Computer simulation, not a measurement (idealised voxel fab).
This section sets out a process module, namely voxel trench capacitor.
We display cut, a cross-section 285 nm in width whose square cells are each 5 nm.
How to read a cross-section here: the picture is a grid of square cells, written as bands going from the top down, and any band can span one or more rows of cells.
Top height, bottom height, nm. Materials left to right, width each, nm. Single material + "edge to edge" = fills band edge to edge. "empty" = empty.
The level at which height equals 0 is the one under which the wafer, as it arrives, is entirely one material. No lower edge exists for the bottom band, which continues downward and is notated as in "0 down".
Quick explanation for "30 to 40": the width changes in equal steps down the rows of cells, from the first number in the band's top row to the second number in its bottom row.
Step marked "no modifications"? Then no cell in the cross-section changed in it.
Entry "Voids, enclosed". Content: empty spaces with no open connection to the top, size 8 cells or greater. Each: width x height at distance. Distance: from left edge. Unit: nm.
That trailing text on a step's line, after the settings, is the simulator's own remark on the step.
"overlay nm" denotes, for a step that has a mask, the displacement of the mask to the right of its planned place, with negative values corresponding to the left.

So here's the lineup of process steps we planned:
1 RECEIVE,material Si
2 CONFORMAL_DEP,material SiN,thk nm 10
3 DIRECTIONAL_DEP,material aC,thk nm 10
4 PATTERN,tone open,mask id TRENCH,material resist,width nm 25,pitch nm 50,thk nm 30,overlay nm -15
5 DIRECTIONAL_ETCH,etch materials aC,depth nm 10
6 STRIP,etch materials resist
7 DIRECTIONAL_ETCH,etch materials SiN,depth nm 10
8 DIRECTIONAL_ETCH,etch materials Si,depth nm 30
9 STRIP,etch materials aC
10 CONFORMAL_DEP,material SiO2,thk nm 5
11 FILL_DEP,material polySi,thk nm 10
12 CMP,height nm 10
Variable across wafers: step 4 overlay nm (plan value is that of the first wafer; starting state common to all).

Incoming state of the first of several wafers in cross-section: after step 1:
	0 down: Si edge to edge
	Voids, enclosed: none

Wafer rows, end of module: cells per material gained (+) or lost (-) since receipt; closed voids last:
overlay nm -15; -60 Si; +94 SiN; +38 SiO2; +42 polySi; Voids, enclosed: none
overlay nm -10; -60 Si; +94 SiN; +38 SiO2; +42 polySi; Voids, enclosed: none
overlay nm -5; -60 Si; +94 SiN; +38 SiO2; +42 polySi; Voids, enclosed: none
overlay nm 0; -60 Si; +94 SiN; +38 SiO2; +42 polySi; Voids, enclosed: none
overlay nm 5; -60 Si; +94 SiN; +38 SiO2; +42 polySi; Voids, enclosed: none
overlay nm 10; -60 Si; +94 SiN; +38 SiO2; +42 polySi; Voids, enclosed: none
overlay nm 15; -60 Si; +94 SiN; +38 SiO2; +42 polySi; Voids, enclosed: none
